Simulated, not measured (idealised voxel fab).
process module | voxel transistor to metal
cross-section cut | 265 nm wide | cells 5 nm
A cross-section is a grid of square cells, given in bands from the top down. A band is one or more rows of cells.
Each band's line starts with the height of the band's top and of its bottom, in nm. Then come its materials from left to right, each with its width in nm. One material with "throughout" fills the band from edge to edge. "air" is empty space.
Height 0 is the level under which the wafer as received is all one material. The lowest band goes on downwards, as in "0 down".
A width such as "30 to 40" changes by the same amount from each row of cells to the next, from the band's top row to its bottom row.
"no change" after a step means that no cell of the cross-section changed.
closed voids: empty space of 8 cells or more with no open way to the top, each as width x height at its distance from the left edge, in nm
after a step's settings: what the simulator itself notes on the step
overlay nm, on a step with a mask: how far to the right of its planned place the mask lay; to the left if negative
plan
1 op RECEIVE | material Si
2 op OXIDIZE | depth nm 5
3 op CONFORMAL_DEP | material SiN | thk nm 10
4 op PATTERN | tone cover | mask id ACTIVE | material resist | width nm 100 | pitch nm 125 | thk nm 20 | overlay nm 0
5 op DIRECTIONAL_ETCH | etch materials SiN | depth nm 10
6 op DIRECTIONAL_ETCH | etch materials SiO2 | depth nm 5
7 op DIRECTIONAL_ETCH | etch materials Si | depth nm 20
8 op STRIP | etch materials resist
9 op OXIDIZE | depth nm 5
10 op FILL_DEP | material SiO2 | thk nm 10
11 op CMP | height nm 10
12 op SELECTIVE_ETCH | etch materials SiO2 | depth nm 10
13 op STRIP | etch materials SiN
14 op SELECTIVE_ETCH | etch materials SiO2 | depth nm 5
15 op OXIDIZE | depth nm 5
16 op DIRECTIONAL_DEP | material polySi | thk nm 30
17 op DIRECTIONAL_DEP | material SiCN | thk nm 10
18 op MASKED_ETCH | tone cover | mask id GATE | width nm 20 | pitch nm 125 | etch materials SiCN | depth nm 20 | overlay nm 0
19 op MASKED_ETCH | tone cover | mask id GATE | width nm 20 | pitch nm 125 | etch materials polySi | depth nm 40 | overlay nm 0
20 op CONFORMAL_DEP | material SiN | thk nm 5
21 op DIRECTIONAL_ETCH | etch materials SiN | depth nm 5
22 op DIRECTIONAL_ETCH | etch materials SiO2 | depth nm 5
23 op EPI | material nSi | thk nm 5
24 op FILL_DEP | material SiO2 | thk nm 5
25 op CMP | height nm 35
26 op DIRECTIONAL_DEP | material SiO2 | thk nm 15
27 op MASKED_ETCH | tone open | mask id CONTACT | width nm 15 | etch materials SiO2 | depth nm 55 | overlay nm 0
28 op CONFORMAL_DEP | material TiN | thk nm 5
29 op FILL_DEP | material W | thk nm 10
30 op CMP | height nm 50
31 op CONFORMAL_DEP | material SiN | thk nm 5
32 op DIRECTIONAL_DEP | material lowk | thk nm 15
33 op PATTERN | tone open | mask id METAL_1 | material resist | width nm 15 | thk nm 15 | overlay nm 0
34 op DIRECTIONAL_ETCH | etch materials lowk | depth nm 15
35 op DIRECTIONAL_ETCH | etch materials SiN | depth nm 5
36 op STRIP | etch materials resist
37 op CONFORMAL_DEP | material TiN | thk nm 5
38 op FILL_DEP | material Ru | thk nm 10
39 op CMP | height nm 70
40 op EPI | material Ru | thk nm 5
41 op FILL_DEP | material SiCN | thk nm 5
42 op DIRECTIONAL_DEP | material lowk | thk nm 35
43 op DIRECTIONAL_DEP | material aC | thk nm 15
44 op PATTERN | tone open | mask id METAL_2 | material resist | width nm 15 | pitch nm 125 | thk nm 30 | overlay nm 0
45 op DIRECTIONAL_ETCH | etch materials aC | depth nm 15
46 op STRIP | etch materials resist
47 op DIRECTIONAL_ETCH | etch materials lowk | depth nm 20
48 op STRIP | etch materials aC
49 op PATTERN | tone open | mask id METAL_2_HOLES | material resist | width nm 15 | pitch nm 125 | thk nm 15 | overlay nm 0
50 op DIRECTIONAL_ETCH | etch materials lowk | depth nm 15
51 op DIRECTIONAL_ETCH | etch materials SiCN | depth nm 5
52 op STRIP | etch materials resist
53 op CONFORMAL_DEP | material TiN | thk nm 5
54 op FILL_DEP | material Ru | thk nm 5
55 op CMP | height nm 115
56 op CONFORMAL_DEP | material SiN | thk nm 5
first wafer, as planned
as received, after step 1
  0 down: Si throughout
  closed voids: none
after step 2
  0 to -5: SiO2 throughout
  below -5: unchanged
after step 3
  10 to 0: SiN throughout
  below 0: unchanged
after step 4
  30 to 10: air 20 | resist 100 | air 25 | resist 100 | air 20
  below 10: unchanged
after step 5
  30 to 10: air 20 | resist 100 | air 25 | resist 100 | air 20
  10 to 0: air 20 | SiN 100 | air 25 | SiN 100 | air 20
  below 0: unchanged
after step 6
  30 to 10: air 20 | resist 100 | air 25 | resist 100 | air 20
  10 to 0: air 20 | SiN 100 | air 25 | SiN 100 | air 20
  0 to -5: air 20 | SiO2 100 | air 25 | SiO2 100 | air 20
  below -5: unchanged
after step 7
  30 to 10: air 20 | resist 100 | air 25 | resist 100 | air 20
  10 to 0: air 20 | SiN 100 | air 25 | SiN 100 | air 20
  0 to -5: air 20 | SiO2 100 | air 25 | SiO2 100 | air 20
  -5 to -25: air 20 | Si 100 | air 25 | Si 100 | air 20
  below -25: unchanged
after step 8
  10 to 0: air 20 | SiN 100 | air 25 | SiN 100 | air 20
  below 0: unchanged
after step 9
  10 to 0: air 20 | SiN 100 | air 25 | SiN 100 | air 20
  0 to -5: air 20 | SiO2 100 | air 25 | SiO2 100 | air 20
  -5 to -25: air 20 | SiO2 5 | Si 90 | SiO2 5 | air 25 | SiO2 5 | Si 90 | SiO2 5 | air 20
  -25 to -30: SiO2 25 | Si 90 | SiO2 35 | Si 90 | SiO2 25
  below -30: unchanged
after step 10
  20 to 10: SiO2 throughout
  10 to 0: SiO2 20 | SiN 100 | SiO2 25 | SiN 100 | SiO2 20
  0 to -5: SiO2 throughout
  -5 to -30: SiO2 25 | Si 90 | SiO2 35 | Si 90 | SiO2 25
  below -30: unchanged
after step 11
  10 to 0: SiO2 20 | SiN 100 | SiO2 25 | SiN 100 | SiO2 20
  below 0: unchanged
after step 12
  10 to 0: air 20 | SiN 100 | air 25 | SiN 100 | air 20
  below 0: unchanged
after step 13
  0 to -5: SiO2 throughout
  below -5: unchanged
after step 14
  -5 to -30: SiO2 25 | Si 90 | SiO2 35 | Si 90 | SiO2 25
  below -30: unchanged
after step 15
  -5 to -10: SiO2 throughout
  below -10: unchanged
after step 16
  25 to -5: polySi throughout
  below -5: unchanged
after step 17
  35 to 25: SiCN throughout
  below 25: unchanged
after step 18
  35 to 25: air 60 | SiCN 20 | air 105 | SiCN 20 | air 60
  below 25: unchanged
after step 19
  35 to 25: air 60 | SiCN 20 | air 105 | SiCN 20 | air 60
  25 to -5: air 60 | polySi 20 | air 105 | polySi 20 | air 60
  below -5: unchanged
after step 20
  40 to 35: air 55 | SiN 30 | air 95 | SiN 30 | air 55
  35 to 25: air 55 | SiN 5 | SiCN 20 | SiN 5 | air 95 | SiN 5 | SiCN 20 | SiN 5 | air 55
  25 to 0: air 55 | SiN 5 | polySi 20 | SiN 5 | air 95 | SiN 5 | polySi 20 | SiN 5 | air 55
  0 to -5: SiN 60 | polySi 20 | SiN 105 | polySi 20 | SiN 60
  below -5: unchanged
after step 21
  35 to 25: air 55 | SiN 5 | SiCN 20 | SiN 5 | air 95 | SiN 5 | SiCN 20 | SiN 5 | air 55
  25 to -5: air 55 | SiN 5 | polySi 20 | SiN 5 | air 95 | SiN 5 | polySi 20 | SiN 5 | air 55
  below -5: unchanged
after step 22
  35 to 25: air 55 | SiN 5 | SiCN 20 | SiN 5 | air 95 | SiN 5 | SiCN 20 | SiN 5 | air 55
  25 to -5: air 55 | SiN 5 | polySi 20 | SiN 5 | air 95 | SiN 5 | polySi 20 | SiN 5 | air 55
  -5 to -10: air 55 | SiO2 30 | air 95 | SiO2 30 | air 55
  below -10: unchanged
after step 23
  35 to 25: air 55 | SiN 5 | SiCN 20 | SiN 5 | air 95 | SiN 5 | SiCN 20 | SiN 5 | air 55
  25 to -5: air 55 | SiN 5 | polySi 20 | SiN 5 | air 95 | SiN 5 | polySi 20 | SiN 5 | air 55
  -5 to -10: air 20 | nSi 35 | SiO2 30 | nSi 35 | air 25 | nSi 35 | SiO2 30 | nSi 35 | air 20
  below -10: unchanged
after step 24
  40 to 35: SiO2 throughout
  35 to 25: SiO2 55 | SiN 5 | SiCN 20 | SiN 5 | SiO2 95 | SiN 5 | SiCN 20 | SiN 5 | SiO2 55
  25 to -5: SiO2 55 | SiN 5 | polySi 20 | SiN 5 | SiO2 95 | SiN 5 | polySi 20 | SiN 5 | SiO2 55
  -5 to -10: SiO2 20 | nSi 35 | SiO2 30 | nSi 35 | SiO2 25 | nSi 35 | SiO2 30 | nSi 35 | SiO2 20
  below -10: unchanged
after step 25
  35 to 25: SiO2 55 | SiN 5 | SiCN 20 | SiN 5 | SiO2 95 | SiN 5 | SiCN 20 | SiN 5 | SiO2 55
  below 25: unchanged
after step 26
  50 to 35: SiO2 throughout
  below 35: unchanged
after step 27
  50 to 35: SiO2 30 | air 15 | SiO2 50 | air 15 | SiO2 45 | air 15 | SiO2 50 | air 15 | SiO2 30
  35 to 25: SiO2 30 | air 15 | SiO2 10 | SiN 5 | SiCN 20 | SiN 5 | SiO2 10 | air 15 | SiO2 45 | air 15 | SiO2 10 | SiN 5 | SiCN 20 | SiN 5 | SiO2 10 | air 15 | SiO2 30
  25 to -5: SiO2 30 | air 15 | SiO2 10 | SiN 5 | polySi 20 | SiN 5 | SiO2 10 | air 15 | SiO2 45 | air 15 | SiO2 10 | SiN 5 | polySi 20 | SiN 5 | SiO2 10 | air 15 | SiO2 30
  below -5: unchanged
after step 28
  55 to 50: TiN 35 | air 5 | TiN 60 | air 5 | TiN 55 | air 5 | TiN 60 | air 5 | TiN 35
  50 to 35: SiO2 30 | TiN 5 | air 5 | TiN 5 | SiO2 50 | TiN 5 | air 5 | TiN 5 | SiO2 45 | TiN 5 | air 5 | TiN 5 | SiO2 50 | TiN 5 | air 5 | TiN 5 | SiO2 30
  35 to 25: SiO2 30 | TiN 5 | air 5 | TiN 5 | SiO2 10 | SiN 5 | SiCN 20 | SiN 5 | SiO2 10 | TiN 5 | air 5 | TiN 5 | SiO2 45 | TiN 5 | air 5 | TiN 5 | SiO2 10 | SiN 5 | SiCN 20 | SiN 5 | SiO2 10 | TiN 5 | air 5 | TiN 5 | SiO2 30
  25 to 0: SiO2 30 | TiN 5 | air 5 | TiN 5 | SiO2 10 | SiN 5 | polySi 20 | SiN 5 | SiO2 10 | TiN 5 | air 5 | TiN 5 | SiO2 45 | TiN 5 | air 5 | TiN 5 | SiO2 10 | SiN 5 | polySi 20 | SiN 5 | SiO2 10 | TiN 5 | air 5 | TiN 5 | SiO2 30
  0 to -5: SiO2 30 | TiN 15 | SiO2 10 | SiN 5 | polySi 20 | SiN 5 | SiO2 10 | TiN 15 | SiO2 45 | TiN 15 | SiO2 10 | SiN 5 | polySi 20 | SiN 5 | SiO2 10 | TiN 15 | SiO2 30
  below -5: unchanged
after step 29
  65 to 55: W throughout
  55 to 50: TiN 35 | W 5 | TiN 60 | W 5 | TiN 55 | W 5 | TiN 60 | W 5 | TiN 35
  50 to 35: SiO2 30 | TiN 5 | W 5 | TiN 5 | SiO2 50 | TiN 5 | W 5 | TiN 5 | SiO2 45 | TiN 5 | W 5 | TiN 5 | SiO2 50 | TiN 5 | W 5 | TiN 5 | SiO2 30
  35 to 25: SiO2 30 | TiN 5 | W 5 | TiN 5 | SiO2 10 | SiN 5 | SiCN 20 | SiN 5 | SiO2 10 | TiN 5 | W 5 | TiN 5 | SiO2 45 | TiN 5 | W 5 | TiN 5 | SiO2 10 | SiN 5 | SiCN 20 | SiN 5 | SiO2 10 | TiN 5 | W 5 | TiN 5 | SiO2 30
  25 to 0: SiO2 30 | TiN 5 | W 5 | TiN 5 | SiO2 10 | SiN 5 | polySi 20 | SiN 5 | SiO2 10 | TiN 5 | W 5 | TiN 5 | SiO2 45 | TiN 5 | W 5 | TiN 5 | SiO2 10 | SiN 5 | polySi 20 | SiN 5 | SiO2 10 | TiN 5 | W 5 | TiN 5 | SiO2 30
  below 0: unchanged
after step 30
  50 to 35: SiO2 30 | TiN 5 | W 5 | TiN 5 | SiO2 50 | TiN 5 | W 5 | TiN 5 | SiO2 45 | TiN 5 | W 5 | TiN 5 | SiO2 50 | TiN 5 | W 5 | TiN 5 | SiO2 30
  below 35: unchanged
after step 31
  55 to 50: SiN throughout
  below 50: unchanged
after step 32
  70 to 55: lowk throughout
  below 55: unchanged
after step 33
  85 to 70: resist 30 | air 15 | resist 50 | air 15 | resist 45 | air 15 | resist 50 | air 15 | resist 30
  below 70: unchanged
after step 34
  85 to 70: resist 30 | air 15 | resist 50 | air 15 | resist 45 | air 15 | resist 50 | air 15 | resist 30
  70 to 55: lowk 30 | air 15 | lowk 50 | air 15 | lowk 45 | air 15 | lowk 50 | air 15 | lowk 30
  below 55: unchanged
after step 35
  85 to 70: resist 30 | air 15 | resist 50 | air 15 | resist 45 | air 15 | resist 50 | air 15 | resist 30
  70 to 55: lowk 30 | air 15 | lowk 50 | air 15 | lowk 45 | air 15 | lowk 50 | air 15 | lowk 30
  55 to 50: SiN 30 | air 15 | SiN 50 | air 15 | SiN 45 | air 15 | SiN 50 | air 15 | SiN 30
  below 50: unchanged
after step 36
  70 to 55: lowk 30 | air 15 | lowk 50 | air 15 | lowk 45 | air 15 | lowk 50 | air 15 | lowk 30
  below 55: unchanged
after step 37
  75 to 70: TiN 35 | air 5 | TiN 60 | air 5 | TiN 55 | air 5 | TiN 60 | air 5 | TiN 35
  70 to 55: lowk 30 | TiN 5 | air 5 | TiN 5 | lowk 50 | TiN 5 | air 5 | TiN 5 | lowk 45 | TiN 5 | air 5 | TiN 5 | lowk 50 | TiN 5 | air 5 | TiN 5 | lowk 30
  55 to 50: SiN 30 | TiN 15 | SiN 50 | TiN 15 | SiN 45 | TiN 15 | SiN 50 | TiN 15 | SiN 30
  below 50: unchanged
after step 38
  85 to 75: Ru throughout
  75 to 70: TiN 35 | Ru 5 | TiN 60 | Ru 5 | TiN 55 | Ru 5 | TiN 60 | Ru 5 | TiN 35
  70 to 55: lowk 30 | TiN 5 | Ru 5 | TiN 5 | lowk 50 | TiN 5 | Ru 5 | TiN 5 | lowk 45 | TiN 5 | Ru 5 | TiN 5 | lowk 50 | TiN 5 | Ru 5 | TiN 5 | lowk 30
  below 55: unchanged
after step 39
  70 to 55: lowk 30 | TiN 5 | Ru 5 | TiN 5 | lowk 50 | TiN 5 | Ru 5 | TiN 5 | lowk 45 | TiN 5 | Ru 5 | TiN 5 | lowk 50 | TiN 5 | Ru 5 | TiN 5 | lowk 30
  below 55: unchanged
after step 40
  75 to 70: air 25 | Ru 25 | air 40 | Ru 25 | air 35 | Ru 25 | air 40 | Ru 25 | air 25
  below 70: unchanged
after step 41
  80 to 75: SiCN throughout
  75 to 70: SiCN 25 | Ru 25 | SiCN 40 | Ru 25 | SiCN 35 | Ru 25 | SiCN 40 | Ru 25 | SiCN 25
  below 70: unchanged
after step 42
  115 to 80: lowk throughout
  below 80: unchanged
after step 43
  130 to 115: aC throughout
  below 115: unchanged
after step 44
  160 to 130: resist 30 | air 15 | resist 110 | air 15 | resist 95
  below 130: unchanged
after step 45
  145 to 130: resist 30 | air 15 | resist 110 | air 15 | resist 95
  130 to 115: aC 30 | air 15 | aC 110 | air 15 | aC 95
  below 115: unchanged
after step 46
  130 to 115: aC 30 | air 15 | aC 110 | air 15 | aC 95
  below 115: unchanged
after step 47
  130 to 115: aC 30 | air 15 | aC 110 | air 15 | aC 95
  115 to 95: lowk 30 | air 15 | lowk 110 | air 15 | lowk 95
  below 95: unchanged
after step 48
  115 to 95: lowk 30 | air 15 | lowk 110 | air 15 | lowk 95
  below 95: unchanged
after step 49
  130 to 115: resist 30 | air 15 | resist 110 | air 15 | resist 95
  below 115: unchanged
after step 50
  130 to 115: resist 30 | air 15 | resist 110 | air 15 | resist 95
  115 to 80: lowk 30 | air 15 | lowk 110 | air 15 | lowk 95
  below 80: unchanged
after step 51
  130 to 115: resist 30 | air 15 | resist 110 | air 15 | resist 95
  115 to 80: lowk 30 | air 15 | lowk 110 | air 15 | lowk 95
  80 to 75: SiCN 30 | air 15 | SiCN 110 | air 15 | SiCN 95
  below 75: unchanged
after step 52
  115 to 80: lowk 30 | air 15 | lowk 110 | air 15 | lowk 95
  below 80: unchanged
after step 53
  120 to 115: TiN 35 | air 5 | TiN 120 | air 5 | TiN 100
  115 to 80: lowk 30 | TiN 5 | air 5 | TiN 5 | lowk 110 | TiN 5 | air 5 | TiN 5 | lowk 95
  80 to 75: SiCN 30 | TiN 15 | SiCN 110 | TiN 15 | SiCN 95
  below 75: unchanged
after step 54
  125 to 120: Ru throughout
  120 to 115: TiN 35 | Ru 5 | TiN 120 | Ru 5 | TiN 100
  115 to 80: lowk 30 | TiN 5 | Ru 5 | TiN 5 | lowk 110 | TiN 5 | Ru 5 | TiN 5 | lowk 95
  below 80: unchanged
after step 55
  115 to 80: lowk 30 | TiN 5 | Ru 5 | TiN 5 | lowk 110 | TiN 5 | Ru 5 | TiN 5 | lowk 95
  below 80: unchanged
after step 56
  120 to 115: SiN throughout
  below 115: unchanged
second wafer: like start, like plan, one mistake. Through step 29 it matches the first wafer
when step 30 should have ended: no change
when step 31 should have ended
  70 to 65: SiN throughout
  below 65: unchanged
when step 32 should have ended
  85 to 70: lowk throughout
  below 70: unchanged
when step 33 should have ended
  100 to 85: resist 30 | air 15 | resist 50 | air 15 | resist 45 | air 15 | resist 50 | air 15 | resist 30
  below 85: unchanged
when step 34 should have ended
  100 to 85: resist 30 | air 15 | resist 50 | air 15 | resist 45 | air 15 | resist 50 | air 15 | resist 30
  85 to 70: lowk 30 | air 15 | lowk 50 | air 15 | lowk 45 | air 15 | lowk 50 | air 15 | lowk 30
  below 70: unchanged
when step 35 should have ended
  100 to 85: resist 30 | air 15 | resist 50 | air 15 | resist 45 | air 15 | resist 50 | air 15 | resist 30
  85 to 70: lowk 30 | air 15 | lowk 50 | air 15 | lowk 45 | air 15 | lowk 50 | air 15 | lowk 30
  70 to 65: SiN 30 | air 15 | SiN 50 | air 15 | SiN 45 | air 15 | SiN 50 | air 15 | SiN 30
  below 65: unchanged
when step 36 should have ended
  85 to 70: lowk 30 | air 15 | lowk 50 | air 15 | lowk 45 | air 15 | lowk 50 | air 15 | lowk 30
  below 70: unchanged
when step 37 should have ended
  90 to 85: TiN 35 | air 5 | TiN 60 | air 5 | TiN 55 | air 5 | TiN 60 | air 5 | TiN 35
  85 to 70: lowk 30 | TiN 5 | air 5 | TiN 5 | lowk 50 | TiN 5 | air 5 | TiN 5 | lowk 45 | TiN 5 | air 5 | TiN 5 | lowk 50 | TiN 5 | air 5 | TiN 5 | lowk 30
  70 to 65: SiN 30 | TiN 15 | SiN 50 | TiN 15 | SiN 45 | TiN 15 | SiN 50 | TiN 15 | SiN 30
  below 65: unchanged
when step 38 should have ended
  100 to 90: Ru throughout
  90 to 85: TiN 35 | Ru 5 | TiN 60 | Ru 5 | TiN 55 | Ru 5 | TiN 60 | Ru 5 | TiN 35
  85 to 70: lowk 30 | TiN 5 | Ru 5 | TiN 5 | lowk 50 | TiN 5 | Ru 5 | TiN 5 | lowk 45 | TiN 5 | Ru 5 | TiN 5 | lowk 50 | TiN 5 | Ru 5 | TiN 5 | lowk 30
  below 70: unchanged
when step 39 should have ended
  70 to 65: SiN 30 | TiN 15 | SiN 50 | TiN 15 | SiN 45 | TiN 15 | SiN 50 | TiN 15 | SiN 30
  below 65: unchanged
when step 40 should have ended
  75 to 70: air 25 | Ru 25 | air 40 | Ru 25 | air 35 | Ru 25 | air 40 | Ru 25 | air 25
  below 70: unchanged
when step 41 should have ended
  80 to 75: SiCN throughout
  75 to 70: SiCN 25 | Ru 25 | SiCN 40 | Ru 25 | SiCN 35 | Ru 25 | SiCN 40 | Ru 25 | SiCN 25
  below 70: unchanged
when step 42 should have ended
  115 to 80: lowk throughout
  below 80: unchanged
when step 43 should have ended
  130 to 115: aC throughout
  below 115: unchanged
when step 44 should have ended
  160 to 130: resist 30 | air 15 | resist 110 | air 15 | resist 95
  below 130: unchanged
when step 45 should have ended
  145 to 130: resist 30 | air 15 | resist 110 | air 15 | resist 95
  130 to 115: aC 30 | air 15 | aC 110 | air 15 | aC 95
  below 115: unchanged
when step 46 should have ended
  130 to 115: aC 30 | air 15 | aC 110 | air 15 | aC 95
  below 115: unchanged
when step 47 should have ended
  130 to 115: aC 30 | air 15 | aC 110 | air 15 | aC 95
  115 to 95: lowk 30 | air 15 | lowk 110 | air 15 | lowk 95
  below 95: unchanged
when step 48 should have ended
  115 to 95: lowk 30 | air 15 | lowk 110 | air 15 | lowk 95
  below 95: unchanged
when step 49 should have ended
  130 to 115: resist 30 | air 15 | resist 110 | air 15 | resist 95
  below 115: unchanged
when step 50 should have ended
  130 to 115: resist 30 | air 15 | resist 110 | air 15 | resist 95
  115 to 80: lowk 30 | air 15 | lowk 110 | air 15 | lowk 95
  below 80: unchanged
when step 51 should have ended
  130 to 115: resist 30 | air 15 | resist 110 | air 15 | resist 95
  115 to 80: lowk 30 | air 15 | lowk 110 | air 15 | lowk 95
  80 to 75: SiCN 30 | air 15 | SiCN 110 | air 15 | SiCN 95
  below 75: unchanged
when step 52 should have ended
  115 to 80: lowk 30 | air 15 | lowk 110 | air 15 | lowk 95
  below 80: unchanged
when step 53 should have ended
  120 to 115: TiN 35 | air 5 | TiN 120 | air 5 | TiN 100
  115 to 80: lowk 30 | TiN 5 | air 5 | TiN 5 | lowk 110 | TiN 5 | air 5 | TiN 5 | lowk 95
  80 to 75: SiCN 30 | TiN 15 | SiCN 110 | TiN 15 | SiCN 95
  below 75: unchanged
when step 54 should have ended
  125 to 120: Ru throughout
  120 to 115: TiN 35 | Ru 5 | TiN 120 | Ru 5 | TiN 100
  115 to 80: lowk 30 | TiN 5 | Ru 5 | TiN 5 | lowk 110 | TiN 5 | Ru 5 | TiN 5 | lowk 95
  below 80: unchanged
when step 55 should have ended
  115 to 80: lowk 30 | TiN 5 | Ru 5 | TiN 5 | lowk 110 | TiN 5 | Ru 5 | TiN 5 | lowk 95
  below 80: unchanged
when step 56 should have ended
  120 to 115: SiN throughout
  below 115: unchanged
what went wrong: step 30 was left out
at the end the second wafer has, in cells: 12 fewer of Ru | 25 more of TiN | 110 more of W | 123 fewer of lowk
